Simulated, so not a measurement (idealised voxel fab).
process module | voxel spacer lines
cross-section cut | 245 nm wide | cells 5 nm
A cross-section is a grid of square cells, given in bands from the top down. A band is one or more rows of cells.
Each band's line starts with the height of the band's top and of its bottom, in nm. Then come its materials from left to right, each with its width in nm. One material with "throughout" fills the band from edge to edge. "air" is empty space.
Height 0 is the level under which the wafer as received is all one material. The lowest band goes on downwards, as in "0 down".
A width such as "30 to 40" changes by the same amount from each row of cells to the next, from the band's top row to its bottom row.
"no change" after a step means that no cell of the cross-section changed.
closed voids: empty space of 8 cells or more with no open way to the top, each as width x height at its distance from the left edge, in nm
after a step's settings: what the simulator itself notes on the step
overlay nm, on a step with a mask: how far to the right of its planned place the mask lay; to the left if negative
plan
1 op RECEIVE | material Si
2 op CONFORMAL_DEP | material Al2O3 | thk nm 10
3 op DIRECTIONAL_DEP | material SiN | thk nm 20
4 op DIRECTIONAL_DEP | material aC | thk nm 20
5 op PATTERN | tone cover | mask id MANDREL | material resist | width nm 25 | pitch nm 70 | thk nm 30 | overlay nm 0
6 op DIRECTIONAL_ETCH | etch materials aC | depth nm 20
7 op STRIP | etch materials resist
8 op CONFORMAL_DEP | material SiO2 | thk nm 10
9 op DIRECTIONAL_ETCH | etch materials SiO2 | depth nm 10
10 op STRIP | etch materials aC
11 op DIRECTIONAL_ETCH | etch materials SiN | depth nm 20
12 op STRIP | etch materials SiO2
as received, after step 1
  0 down: Si throughout
  closed voids: none
first wafer at the end, as planned
  30 to 10: air 65 | SiN 10 | air 25 | SiN 10 | air 25 | SiN 10 | air 25 | SiN 10 | air 65
  10 to 0: Al2O3 throughout
  0 down: Si throughout
  closed voids: none
second wafer at the end: like start, like plan, one mistake
  30 to 10: air 70 | SiN 10 | air 20 | SiN 10 | air 30 | SiN 10 | air 20 | SiN 10 | air 65
  10 to 0: Al2O3 throughout
  0 down: Si throughout
  closed voids: none
what went wrong: step 5 ran as: op PATTERN | tone cover | mask id MANDREL | material resist | width nm 20 | pitch nm 70 | thk nm 30 | overlay nm 0
at the end the second wafer has, in cells: as many of each material as the first, in other places
